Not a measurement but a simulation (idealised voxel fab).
process module | voxel released beams
cross-section cut | 250 nm wide | cells 5 nm
A cross-section is a grid of square cells, given in bands from the top down. A band is one or more rows of cells.
Each band's line starts with the height of the band's top and of its bottom, in nm. Then come its materials from left to right, each with its width in nm. One material with "throughout" fills the band from edge to edge. "air" is empty space.
Height 0 is the level under which the wafer as received is all one material. The lowest band goes on downwards, as in "0 down".
A width such as "30 to 40" changes by the same amount from each row of cells to the next, from the band's top row to its bottom row.
"no change" after a step means that no cell of the cross-section changed.
closed voids: empty space of 8 cells or more with no open way to the top, each as width x height at its distance from the left edge, in nm
after a step's settings: what the simulator itself notes on the step
overlay nm, on a step with a mask: how far to the right of its planned place the mask lay; to the left if negative
plan
1 op RECEIVE | material Si
2 op CONFORMAL_DEP | material SiN | thk nm 10
3 op DIRECTIONAL_DEP | material SiO2 | thk nm 10
4 op PATTERN | tone open | mask id ANCHOR | material resist | width nm 25 | thk nm 15 | overlay nm 0
5 op DIRECTIONAL_ETCH | etch materials SiO2 | depth nm 10
6 op STRIP | etch materials resist
7 op CONFORMAL_DEP | material polySi | thk nm 10
8 op PATTERN | tone cover | mask id BEAM | material resist | width nm 100 | thk nm 20 | overlay nm 0
9 op DIRECTIONAL_ETCH | etch materials polySi | depth nm 10
10 op STRIP | etch materials resist
11 op STRIP | etch materials SiO2
first wafer, as planned
as received, after step 1
  0 down: Si throughout
  closed voids: none
after step 2
  10 to 0: SiN throughout
  below 0: unchanged
after step 3
  20 to 10: SiO2 throughout
  below 10: unchanged
after step 4
  35 to 20: resist 75 | air 25 | resist 150
  below 20: unchanged
after step 5
  35 to 20: resist 75 | air 25 | resist 150
  20 to 10: SiO2 75 | air 25 | SiO2 150
  below 10: unchanged
after step 6
  20 to 10: SiO2 75 | air 25 | SiO2 150
  below 10: unchanged
after step 7
  30 to 20: polySi 85 | air 5 | polySi 160
  20 to 10: SiO2 75 | polySi 25 | SiO2 150
  below 10: unchanged
after step 8
  50 to 30: air 70 | resist 100 | air 80
  30 to 20: polySi 85 | resist 5 | polySi 160
  below 20: unchanged
after step 9
  50 to 30: air 70 | resist 100 | air 80
  30 to 20: air 70 | polySi 15 | resist 5 | polySi 80 | air 80
  below 20: unchanged
after step 10
  30 to 20: air 70 | polySi 15 | air 5 | polySi 80 | air 80
  below 20: unchanged
after step 11
  30 to 20: air 70 | polySi 15 | air 5 | polySi 80 | air 80
  20 to 10: air 75 | polySi 25 | air 150
  below 10: unchanged
second wafer: like start, like plan, one mistake. Through step 3 it matches the first wafer
when step 4 should have ended
  35 to 20: air 75 | resist 25 | air 150
  below 20: unchanged
when step 5 should have ended
  35 to 20: air 75 | resist 25 | air 150
  20 to 10: air 75 | SiO2 25 | air 150
  below 10: unchanged
when step 6 should have ended
  20 to 10: air 75 | SiO2 25 | air 150
  below 10: unchanged
when step 7 should have ended
  30 to 20: air 65 | polySi 45 | air 140
  20 to 10: polySi 75 | SiO2 25 | polySi 150
  below 10: unchanged
when step 8 should have ended
  50 to 30: air 70 | resist 100 | air 80
  30 to 20: air 65 | polySi 45 | resist 60 | air 80
  below 20: unchanged
when step 9 should have ended
  50 to 30: air 70 | resist 100 | air 80
  30 to 20: air 70 | polySi 40 | resist 60 | air 80
  20 to 10: air 65 | polySi 10 | SiO2 25 | polySi 70 | air 80
  below 10: unchanged
when step 10 should have ended
  30 to 20: air 70 | polySi 40 | air 140
  below 20: unchanged
when step 11 should have ended: no change
what went wrong: step 4 ran as: op PATTERN | tone cover | mask id ANCHOR | material resist | width nm 25 | thk nm 15 | overlay nm 0
at the end the second wafer has, in cells: 10 more of SiO2
